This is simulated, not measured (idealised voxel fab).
process module | voxel wiring stack
cross-section cut | 280 nm wide | cells 5 nm
A cross-section is a grid of square cells, given in bands from the top down. A band is one or more rows of cells.
Each band's line starts with the height of the band's top and of its bottom, in nm. Then come its materials from left to right, each with its width in nm. One material with "throughout" fills the band from edge to edge. "air" is empty space.
Height 0 is the level under which the wafer as received is all one material. The lowest band goes on downwards, as in "0 down".
A width such as "30 to 40" changes by the same amount from each row of cells to the next, from the band's top row to its bottom row.
"no change" after a step means that no cell of the cross-section changed.
closed voids: empty space of 8 cells or more with no open way to the top, each as width x height at its distance from the left edge, in nm
after a step's settings: what the simulator itself notes on the step
overlay nm, on a step with a mask: how far to the right of its planned place the mask lay; to the left if negative
plan
1 op RECEIVE | material Si
2 op CONFORMAL_DEP | material SiO2 | thk nm 10
3 op CONFORMAL_DEP | material SiN | thk nm 5
4 op DIRECTIONAL_DEP | material lowk | thk nm 20
5 op MASKED_ETCH | tone open | mask id METAL_1 | width nm 20 | pitch nm 50 | etch materials lowk | depth nm 20 | overlay nm 0
6 op MASKED_ETCH | tone open | mask id METAL_1 | width nm 20 | pitch nm 50 | etch materials SiN | depth nm 5 | overlay nm 0
7 op CONFORMAL_DEP | material TiN | thk nm 5
8 op FILL_DEP | material W | thk nm 10
9 op CMP | height nm 35
10 op CONFORMAL_DEP | material SiCN | thk nm 5
11 op DIRECTIONAL_DEP | material SiO2 | thk nm 10
12 op DIRECTIONAL_DEP | material aC | thk nm 15
13 op PATTERN | tone open | mask id PLUG_1 | material resist | width nm 15 | pitch nm 50 | thk nm 35 | overlay nm 0
14 op DIRECTIONAL_ETCH | etch materials aC | depth nm 15
15 op STRIP | etch materials resist
16 op DIRECTIONAL_ETCH | etch materials SiO2 | depth nm 10
17 op DIRECTIONAL_ETCH | etch materials SiCN | depth nm 5
18 op STRIP | etch materials aC
19 op EPI | material Ru | thk nm 10
20 op EPI | material Ru | thk nm 5
21 op DIRECTIONAL_DEP | material TiN | thk nm 5
22 op DIRECTIONAL_DEP | material Ru | thk nm 25
23 op DIRECTIONAL_DEP | material aC | thk nm 10
24 op PATTERN | tone cover | mask id METAL_2 | material resist | width nm 20 | pitch nm 50 | thk nm 25 | overlay nm 0
25 op DIRECTIONAL_ETCH | etch materials aC | depth nm 10
26 op STRIP | etch materials resist
27 op DIRECTIONAL_ETCH | etch materials Ru | depth nm 25
28 op DIRECTIONAL_ETCH | etch materials TiN | depth nm 5
29 op STRIP | etch materials aC
30 op FILL_DEP | material lowk | thk nm 10
31 op CMP | height nm 80
32 op CONFORMAL_DEP | material SiN | thk nm 5
as received, after step 1
  0 down: Si throughout
  closed voids: none
a wafer at the end: this start, this plan, one mistake
  85 to 80: SiN throughout
  80 to 55: lowk 55 | Ru 20 | lowk 30 | Ru 20 | lowk 30 | Ru 20 | lowk 30 | Ru 20 | lowk 55
  55 to 50: lowk 55 | TiN 20 | lowk 30 | TiN 20 | lowk 30 | TiN 20 | lowk 30 | TiN 20 | lowk 55
  50 to 40: SiO2 55 | Ru 15 | SiO2 35 | Ru 15 | SiO2 35 | Ru 15 | SiO2 35 | Ru 15 | SiO2 60
  40 to 35: SiCN 55 | Ru 15 | SiCN 35 | Ru 15 | SiCN 35 | Ru 15 | SiCN 35 | Ru 15 | SiCN 60
  35 to 30: SiN 55 | TiN 20 | SiN 30 | TiN 20 | SiN 30 | TiN 20 | SiN 30 | TiN 20 | SiN 55
  30 to 10: lowk throughout
  10 to 0: SiO2 throughout
  0 down: Si throughout
  closed voids: none
what went wrong: steps 3 and 4 were swapped
